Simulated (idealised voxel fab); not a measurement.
This is a process module. Its name is voxel self aligned vias.
FYI the section here is cut, 275 nm wide, cells are 5 nm squares.
Cross-section layout: square cells on a grid; listed as bands, top to bottom; a band spans one or more cell rows. Each band's line starts with the height of the band's top and of its bottom, in nm. Then come its materials from left to right, each with its width in nm. One material with "all across" fills the band from edge to edge. "empty" is empty space. Beneath 0, the wafer as received is one material, and that level is where height counting begins. The lowest band goes on downward without a bottom; it is written like "0..down". Per-row width for "30..40": begins at first number (top row of band), ends at second number (bottom row), increment between rows held constant. Where a step carries "remained the same", the cross-section came out of it unchanged, cell for cell. This entry, "Enclosed void inventory", enumerates those empty regions of no fewer than 8 cells that possess no open connection to the top. Each region is reported in the form width x height at distance, the distance being taken from the left edge, with all three quantities expressed in nm. Note: text after step settings on the step line = simulator remark on that step. overlay nm: for a step with a mask, the amount by which the mask lay right of where it was planned; a negative amount means left of it.
## Listed below are the process steps as planned
step 1: RECEIVE,material Si
step 2: CONFORMAL_DEP,material SiO2,thk nm 15
step 3: CONFORMAL_DEP,material SiCN,thk nm 5
step 4: DIRECTIONAL_DEP,material SiO2,thk nm 20
step 5: PATTERN,tone open,mask id LINES,material resist,width nm 20,pitch nm 70,thk nm 15,overlay nm 0
step 6: DIRECTIONAL_ETCH,etch materials SiO2,depth nm 20
step 7: STRIP,etch materials resist
step 8: CONFORMAL_DEP,material TiN,thk nm 5
step 9: FILL_DEP,material W,thk nm 5
step 10: CMP,height nm 40
step 11: SELECTIVE_ETCH,etch materials W Ru TiN,depth nm 5
step 12: FILL_DEP,material SiN,thk nm 5
step 13: CMP,height nm 40
step 14: DIRECTIONAL_DEP,material SiO2,thk nm 15
step 15: PATTERN,tone open,mask id VIAS,material resist,width nm 40,pitch nm 140,thk nm 15,overlay nm 0
step 16: DIRECTIONAL_ETCH,etch materials SiO2,depth nm 15
step 17: DIRECTIONAL_ETCH,etch materials SiN,depth nm 5
step 18: STRIP,etch materials resist
step 19: CONFORMAL_DEP,material TiN,thk nm 5
step 20: FILL_DEP,material Cu,thk nm 10
step 21: CMP,height nm 55
step 22: CONFORMAL_DEP,material SiN,thk nm 5
## The cross-section here shows the wafer as received, i.e. in its state after step 1
    0..down: Si all across
    Enclosed void inventory: none
## Module complete - cross-section of the first of two wafers, run according to plan
    60..55: SiN all across
    55..45: 45 SiO2 | 5 TiN | 30 Cu | 5 TiN | 100 SiO2 | 5 TiN | 30 Cu | 5 TiN | 50 SiO2
    45..40: 45 SiO2 | 15 TiN | 10 Cu | 15 TiN | 100 SiO2 | 15 TiN | 10 Cu | 15 TiN | 50 SiO2
    40..35: 55 SiO2 | 20 TiN | 50 SiO2 | 20 SiN | 50 SiO2 | 20 TiN | 60 SiO2
    35..25: 55 SiO2 | 5 TiN | 10 W | 5 TiN | 50 SiO2 | 5 TiN | 10 W | 5 TiN | 50 SiO2 | 5 TiN | 10 W | 5 TiN | 60 SiO2
    25..20: 55 SiO2 | 20 TiN | 50 SiO2 | 20 TiN | 50 SiO2 | 20 TiN | 60 SiO2
    20..15: SiCN all across
    15..0: SiO2 all across
    0..down: Si all across
    Enclosed void inventory: none
## Cross-section of the latter of the two wafers at module completion. It had an identical start and an identical plan to the former; in running it, one mistake was made
    60..55: SiN all across
    55..40: 45 SiO2 | 5 TiN | 30 Cu | 5 TiN | 100 SiO2 | 5 TiN | 30 Cu | 5 TiN | 50 SiO2
    40..35: 45 SiO2 | 40 TiN | 40 SiO2 | 20 SiN | 40 SiO2 | 40 TiN | 50 SiO2
    35..25: 45 SiO2 | 15 TiN | 10 W | 15 TiN | 40 SiO2 | 5 TiN | 10 W | 5 TiN | 40 SiO2 | 15 TiN | 10 W | 15 TiN | 50 SiO2
    25..20: 55 SiO2 | 20 TiN | 50 SiO2 | 20 TiN | 50 SiO2 | 20 TiN | 60 SiO2
    20..15: SiCN all across
    15..0: SiO2 all across
    0..down: Si all across
    Enclosed void inventory: none
Deviation from plan: step 16 of the plan was performed twice
Counted in cells at the end, the second wafer holds more or fewer of these materials than the first: Cu: 8 more | SiO2: 24 fewer | TiN: 16 more
